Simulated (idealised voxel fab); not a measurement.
process module | voxel trench capacitor
cross-section cut | 190 nm wide | cells 5 nm
A cross-section is a grid of square cells, given in bands from the top down. A band is one or more rows of cells.
Each band's line starts with the height of the band's top and of its bottom, in nm. Then come its materials from left to right, each with its width in nm. One material with "throughout" fills the band from edge to edge. "air" is empty space.
Height 0 is the level under which the wafer as received is all one material. The lowest band goes on downwards, as in "0 down".
A width such as "30 to 40" changes by the same amount from each row of cells to the next, from the band's top row to its bottom row.
"no change" after a step means that no cell of the cross-section changed.
closed voids: empty space of 8 cells or more with no open way to the top, each as width x height at its distance from the left edge, in nm
after a step's settings: what the simulator itself notes on the step
overlay nm, on a step with a mask: how far to the right of its planned place the mask lay; to the left if negative
plan
1 op RECEIVE | material Si
2 op CONFORMAL_DEP | material SiN | thk nm 5
3 op DIRECTIONAL_DEP | material aC | thk nm 10
4 op PATTERN | tone open | mask id TRENCH | material resist | width nm 30 | pitch nm 55 | thk nm 25 | overlay nm 0
5 op DIRECTIONAL_ETCH | etch materials aC | depth nm 10
6 op STRIP | etch materials resist
7 op DIRECTIONAL_ETCH | etch materials SiN | depth nm 5
8 op DIRECTIONAL_ETCH | etch materials Si | depth nm 30
9 op STRIP | etch materials aC
10 op CONFORMAL_DEP | material HfO2 | thk nm 5
11 op CONFORMAL_DEP | material TiN | thk nm 5
12 op FILL_DEP | material W | thk nm 10
13 op CMP | height nm 5
first wafer, as planned
as received, after step 1
  0 down: Si throughout
  closed voids: none
after step 2
  5 to 0: SiN throughout
  below 0: unchanged
after step 3
  15 to 5: aC throughout
  below 5: unchanged
after step 4
  40 to 15: resist 25 | air 30 | resist 25 | air 30 | resist 25 | air 30 | resist 25
  below 15: unchanged
after step 5
  30 to 15: resist 25 | air 30 | resist 25 | air 30 | resist 25 | air 30 | resist 25
  15 to 5: aC 25 | air 30 | aC 25 | air 30 | aC 25 | air 30 | aC 25
  below 5: unchanged
after step 6
  15 to 5: aC 25 | air 30 | aC 25 | air 30 | aC 25 | air 30 | aC 25
  below 5: unchanged
after step 7
  15 to 5: aC 25 | air 30 | aC 25 | air 30 | aC 25 | air 30 | aC 25
  5 to 0: SiN 25 | air 30 | SiN 25 | air 30 | SiN 25 | air 30 | SiN 25
  below 0: unchanged
after step 8
  15 to 5: aC 25 | air 30 | aC 25 | air 30 | aC 25 | air 30 | aC 25
  5 to 0: SiN 25 | air 30 | SiN 25 | air 30 | SiN 25 | air 30 | SiN 25
  0 to -30: Si 25 | air 30 | Si 25 | air 30 | Si 25 | air 30 | Si 25
  below -30: unchanged
after step 9
  5 to 0: SiN 25 | air 30 | SiN 25 | air 30 | SiN 25 | air 30 | SiN 25
  below 0: unchanged
after step 10
  10 to 5: HfO2 30 | air 20 | HfO2 35 | air 20 | HfO2 35 | air 20 | HfO2 30
  5 to 0: SiN 25 | HfO2 5 | air 20 | HfO2 5 | SiN 25 | HfO2 5 | air 20 | HfO2 5 | SiN 25 | HfO2 5 | air 20 | HfO2 5 | SiN 25
  0 to -25: Si 25 | HfO2 5 | air 20 | HfO2 5 | Si 25 | HfO2 5 | air 20 | HfO2 5 | Si 25 | HfO2 5 | air 20 | HfO2 5 | Si 25
  -25 to -30: Si 25 | HfO2 30 | Si 25 | HfO2 30 | Si 25 | HfO2 30 | Si 25
  below -30: unchanged
after step 11
  15 to 10: TiN 35 | air 10 | TiN 45 | air 10 | TiN 45 | air 10 | TiN 35
  10 to 5: HfO2 30 | TiN 5 | air 10 | TiN 5 | HfO2 35 | TiN 5 | air 10 | TiN 5 | HfO2 35 | TiN 5 | air 10 | TiN 5 | HfO2 30
  5 to 0: SiN 25 | HfO2 5 | TiN 5 | air 10 | TiN 5 | HfO2 5 | SiN 25 | HfO2 5 | TiN 5 | air 10 | TiN 5 | HfO2 5 | SiN 25 | HfO2 5 | TiN 5 | air 10 | TiN 5 | HfO2 5 | SiN 25
  0 to -20: Si 25 | HfO2 5 | TiN 5 | air 10 | TiN 5 | HfO2 5 | Si 25 | HfO2 5 | TiN 5 | air 10 | TiN 5 | HfO2 5 | Si 25 | HfO2 5 | TiN 5 | air 10 | TiN 5 | HfO2 5 | Si 25
  -20 to -25: Si 25 | HfO2 5 | TiN 20 | HfO2 5 | Si 25 | HfO2 5 | TiN 20 | HfO2 5 | Si 25 | HfO2 5 | TiN 20 | HfO2 5 | Si 25
  below -25: unchanged
after step 12
  25 to 15: W throughout
  15 to 10: TiN 35 | W 10 | TiN 45 | W 10 | TiN 45 | W 10 | TiN 35
  10 to 5: HfO2 30 | TiN 5 | W 10 | TiN 5 | HfO2 35 | TiN 5 | W 10 | TiN 5 | HfO2 35 | TiN 5 | W 10 | TiN 5 | HfO2 30
  5 to 0: SiN 25 | HfO2 5 | TiN 5 | W 10 | TiN 5 | HfO2 5 | SiN 25 | HfO2 5 | TiN 5 | W 10 | TiN 5 | HfO2 5 | SiN 25 | HfO2 5 | TiN 5 | W 10 | TiN 5 | HfO2 5 | SiN 25
  0 to -20: Si 25 | HfO2 5 | TiN 5 | W 10 | TiN 5 | HfO2 5 | Si 25 | HfO2 5 | TiN 5 | W 10 | TiN 5 | HfO2 5 | Si 25 | HfO2 5 | TiN 5 | W 10 | TiN 5 | HfO2 5 | Si 25
  below -20: unchanged
after step 13
  5 to 0: SiN 25 | HfO2 5 | TiN 5 | W 10 | TiN 5 | HfO2 5 | SiN 25 | HfO2 5 | TiN 5 | W 10 | TiN 5 | HfO2 5 | SiN 25 | HfO2 5 | TiN 5 | W 10 | TiN 5 | HfO2 5 | SiN 25
  below 0: unchanged
second wafer: like start, like plan, one mistake. Through step 9 it matches the first wafer
when step 10 should have ended
  10 to 5: TiN 30 | air 20 | TiN 35 | air 20 | TiN 35 | air 20 | TiN 30
  5 to 0: SiN 25 | TiN 5 | air 20 | TiN 5 | SiN 25 | TiN 5 | air 20 | TiN 5 | SiN 25 | TiN 5 | air 20 | TiN 5 | SiN 25
  0 to -25: Si 25 | TiN 5 | air 20 | TiN 5 | Si 25 | TiN 5 | air 20 | TiN 5 | Si 25 | TiN 5 | air 20 | TiN 5 | Si 25
  -25 to -30: Si 25 | TiN 30 | Si 25 | TiN 30 | Si 25 | TiN 30 | Si 25
  below -30: unchanged
when step 11 should have ended
  15 to 10: HfO2 35 | air 10 | HfO2 45 | air 10 | HfO2 45 | air 10 | HfO2 35
  10 to 5: TiN 30 | HfO2 5 | air 10 | HfO2 5 | TiN 35 | HfO2 5 | air 10 | HfO2 5 | TiN 35 | HfO2 5 | air 10 | HfO2 5 | TiN 30
  5 to 0: SiN 25 | TiN 5 | HfO2 5 | air 10 | HfO2 5 | TiN 5 | SiN 25 | TiN 5 | HfO2 5 | air 10 | HfO2 5 | TiN 5 | SiN 25 | TiN 5 | HfO2 5 | air 10 | HfO2 5 | TiN 5 | SiN 25
  0 to -20: Si 25 | TiN 5 | HfO2 5 | air 10 | HfO2 5 | TiN 5 | Si 25 | TiN 5 | HfO2 5 | air 10 | HfO2 5 | TiN 5 | Si 25 | TiN 5 | HfO2 5 | air 10 | HfO2 5 | TiN 5 | Si 25
  -20 to -25: Si 25 | TiN 5 | HfO2 20 | TiN 5 | Si 25 | TiN 5 | HfO2 20 | TiN 5 | Si 25 | TiN 5 | HfO2 20 | TiN 5 | Si 25
  below -25: unchanged
when step 12 should have ended
  25 to 15: W throughout
  15 to 10: HfO2 35 | W 10 | HfO2 45 | W 10 | HfO2 45 | W 10 | HfO2 35
  10 to 5: TiN 30 | HfO2 5 | W 10 | HfO2 5 | TiN 35 | HfO2 5 | W 10 | HfO2 5 | TiN 35 | HfO2 5 | W 10 | HfO2 5 | TiN 30
  5 to 0: SiN 25 | TiN 5 | HfO2 5 | W 10 | HfO2 5 | TiN 5 | SiN 25 | TiN 5 | HfO2 5 | W 10 | HfO2 5 | TiN 5 | SiN 25 | TiN 5 | HfO2 5 | W 10 | HfO2 5 | TiN 5 | SiN 25
  0 to -20: Si 25 | TiN 5 | HfO2 5 | W 10 | HfO2 5 | TiN 5 | Si 25 | TiN 5 | HfO2 5 | W 10 | HfO2 5 | TiN 5 | Si 25 | TiN 5 | HfO2 5 | W 10 | HfO2 5 | TiN 5 | Si 25
  below -20: unchanged
when step 13 should have ended
  5 to 0: SiN 25 | TiN 5 | HfO2 5 | W 10 | HfO2 5 | TiN 5 | SiN 25 | TiN 5 | HfO2 5 | W 10 | HfO2 5 | TiN 5 | SiN 25 | TiN 5 | HfO2 5 | W 10 | HfO2 5 | TiN 5 | SiN 25
  below 0: unchanged
what went wrong: steps 10 and 11 were swapped
at the end the second wafer has, in cells: 12 fewer of HfO2 | 12 more of TiN
